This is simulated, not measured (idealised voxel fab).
Documented hereafter: the process module known as voxel ribs on slabs.
The figure presents cross-section cut, which has a width of 275 nm and is divided into square cells with an edge length of 5 nm.
When this document writes out a cross-section, it uses a grid of square cells and lists it as bands, beginning at the top and moving down, with a band standing for one or more rows of cells.
Top, bottom (nm), then materials left to right with widths (nm); lone material tagged "edge to edge" fills the whole band edge to edge; "blank" = empty space.
The level at which height equals 0 is the one under which the wafer, as it arrives, is entirely one material. No lower edge exists for the bottom band, which continues downward and is notated as in "from 0 down".
You'd read "30..40" like this: the band's top row of cells is as wide as the first number, its bottom row is as wide as the second, and going down, every row changes width by the same amount as the row before did.
"everything unchanged" after a step means that no cell of the cross-section changed.
Each empty space that has no open way to the top and spans at least 8 cells appears under "Enclosed void listing" as width x height at distance, the distance counted from the left edge, all in nm.
Anything after a step's settings on that line? It's the simulator's own note about the step.
overlay nm: on a step with a mask, how far right of its planned place the mask lay; negative means left.

List of planned process steps
1 RECEIVE with material Si
2 DIRECTIONAL_DEP with material SiO2, thk nm 30
3 DIRECTIONAL_DEP with material polySi, thk nm 25
4 MASKED_ETCH with tone cover, mask id RIB, width nm 20, etch materials polySi, depth nm 5, overlay nm 0
5 MASKED_ETCH with tone cover, mask id SLAB, width nm 80, etch materials polySi, depth nm 20, overlay nm 0
6 FILL_DEP with material SiO2, thk nm 20
7 CMP with height nm 70
8 DIRECTIONAL_DEP with material TiN, thk nm 10
9 MASKED_ETCH with tone cover, mask id HEATER, width nm 30, etch materials TiN, depth nm 10, overlay nm 0
10 CONFORMAL_DEP with material SiN, thk nm 10

First of two wafers, processed according to plan

Here's what the wafer looked like in cross-section when it arrived - that's after step 1
> from 0 down: Si edge to edge
> Enclosed void listing: none

after step 2
> from 30 to 0: SiO2 edge to edge
> Beneath the level 0, the cross-section is identical to its previous state.

after step 3
> from 55 to 30: polySi edge to edge
> Beneath the level 30, the cross-section is identical to its previous state.

after step 4
> from 55 to 50: blank 125, polySi 20, blank 130
> Beneath the level 50, the cross-section is identical to its previous state.

after step 5
> from 55 to 50: blank 125, polySi 20, blank 130
> from 50 to 30: blank 95, polySi 80, blank 100
> Beneath the level 30, the cross-section is identical to its previous state.

after step 6
> from 75 to 55: SiO2 edge to edge
> from 55 to 50: SiO2 125, polySi 20, SiO2 130
> from 50 to 30: SiO2 95, polySi 80, SiO2 100
> Beneath the level 30, the cross-section is identical to its previous state.

after step 7
> from 70 to 55: SiO2 edge to edge
> Beneath the level 55, the cross-section is identical to its previous state.

after step 8
> from 80 to 70: TiN edge to edge
> Beneath the level 70, the cross-section is identical to its previous state.

after step 9
> from 80 to 70: blank 120, TiN 30, blank 125
> Beneath the level 70, the cross-section is identical to its previous state.

after step 10
> from 90 to 80: blank 110, SiN 50, blank 115
> from 80 to 70: SiN 120, TiN 30, SiN 125
> Beneath the level 70, the cross-section is identical to its previous state.

Notes, second wafer: start = first wafer's, plan = first wafer's, execution had one mistake; history identical to first through step 1

X-section, second wafer, when step 2 was due to finish
> from 60 to 0: SiO2 edge to edge
> Beneath the level 0, the cross-section is identical to its previous state.

X-section, second wafer, when step 3 was due to finish
> from 85 to 60: polySi edge to edge
> Beneath the level 60, the cross-section is identical to its previous state.

X-section, second wafer, when step 4 was due to finish
> from 85 to 80: blank 125, polySi 20, blank 130
> Beneath the level 80, the cross-section is identical to its previous state.

X-section, second wafer, when step 5 was due to finish
> from 85 to 80: blank 125, polySi 20, blank 130
> from 80 to 60: blank 95, polySi 80, blank 100
> Beneath the level 60, the cross-section is identical to its previous state.

X-section, second wafer, when step 6 was due to finish
> from 105 to 85: SiO2 edge to edge
> from 85 to 80: SiO2 125, polySi 20, SiO2 130
> from 80 to 60: SiO2 95, polySi 80, SiO2 100
> Beneath the level 60, the cross-section is identical to its previous state.

X-section, second wafer, when step 7 was due to finish
> from 70 to 60: SiO2 95, polySi 80, SiO2 100
> Beneath the level 60, the cross-section is identical to its previous state.

X-section, second wafer, when step 8 was due to finish
> from 80 to 70: TiN edge to edge
> Beneath the level 70, the cross-section is identical to its previous state.

X-section, second wafer, when step 9 was due to finish
> from 80 to 70: blank 120, TiN 30, blank 125
> Beneath the level 70, the cross-section is identical to its previous state.

X-section, second wafer, when step 10 was due to finish
> from 90 to 80: blank 110, SiN 50, blank 115
> from 80 to 70: SiN 120, TiN 30, SiN 125
> Beneath the level 70, the cross-section is identical to its previous state.
Want to know what went wrong? it should be noted that step 2 of the plan was executed twice
In the final state, the cell counts of the second wafer exceed or fall short of those of the first for the following materials: +36 SiO2; -36 polySi
